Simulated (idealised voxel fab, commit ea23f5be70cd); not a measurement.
Process module heading - voxel double patterning
Shown is cross-section cut, with a width of 215 nm and square cells of size 5 nm.
Cross-section layout: square cells on a grid; listed as bands, top to bottom; a band spans one or more cell rows.
It is stipulated that each band's entry specify, in nanometres, the height of the top of the band and then that of its bottom, followed by the materials of the band in left-to-right sequence, each together with its width in nanometres. A single material marked by the word "throughout" is understood to fill the band from edge to edge; the word "blank" is understood to denote empty space.
Height 0 is the level under which the wafer as received is all one material. The lowest band goes on downwards, as in "from 0 down".
Think of "30..40" as a width that walks from the first number to the second as you go down the band, top row to bottom row, taking equal-sized steps from row to row.
Step marked "nothing changed"? Then no cell in the cross-section changed in it.
Closed empty spaces (no open way to the top) of 8 cells or more are what "Enclosed cavity list" lists, each as width x height at distance from the left edge, nm for all three.
What comes after the settings on a step's line is commentary from the simulator itself on that step.
overlay nm: mask offset rightward from planned place, masked step; negative means leftward offset.
List of planned process steps
1: RECEIVE (material Si)
2: CONFORMAL_DEP (material SiO2; thk nm 5)
3: DIRECTIONAL_DEP (material TiN; thk nm 20)
4: DIRECTIONAL_DEP (material SiCN; thk nm 5)
5: PATTERN (tone open; mask id FIRST; material resist; width nm 15; pitch nm 50; thk nm 15; overlay nm -15)
6: DIRECTIONAL_ETCH (etch materials SiCN; depth nm 5)
7: STRIP (etch materials resist)
8: PATTERN (tone open; mask id SECOND; material resist; width nm 15; thk nm 20; overlay nm 0)
9: DIRECTIONAL_ETCH (etch materials SiCN; depth nm 5)
10: STRIP (etch materials resist)
11: DIRECTIONAL_ETCH (etch materials TiN; depth nm 20)
12: STRIP (etch materials SiCN)
The wafers are alike at the start. At step 5, their overlay nm differs. The plan lists the first wafer's value.
Incoming state of the first of several wafers in cross-section: after step 1
* from 0 down  Si throughout
* Enclosed cavity list: none
Last step of the module is step 12; after it, the first of several wafers in cross-section
* from 25 to 5  TiN=60; blank=15; TiN=25; blank=25; TiN=90
* from 5 to 0  SiO2 throughout
* from 0 down  Si throughout
* Enclosed cavity list: none
Final wafer of several, shown in cross-section at the end of the module
* from 25 to 5  TiN=90; blank=25; TiN=25; blank=15; TiN=60
* from 5 to 0  SiO2 throughout
* from 0 down  Si throughout
* Enclosed cavity list: none
Where each wafer stands at the end of the module, a row apiece: cells of each material gained (+) or lost (-) since it was received, then closed voids
overlay nm -15; +43 SiO2; +140 TiN; Enclosed cavity list: none
overlay nm -10; +43 SiO2; +136 TiN; Enclosed cavity list: none
overlay nm -5; +43 SiO2; +136 TiN; Enclosed cavity list: none
overlay nm 0; +43 SiO2; +136 TiN; Enclosed cavity list: none
overlay nm 5; +43 SiO2; +136 TiN; Enclosed cavity list: none
overlay nm 10; +43 SiO2; +136 TiN; Enclosed cavity list: none
overlay nm 15; +43 SiO2; +140 TiN; Enclosed cavity list: none
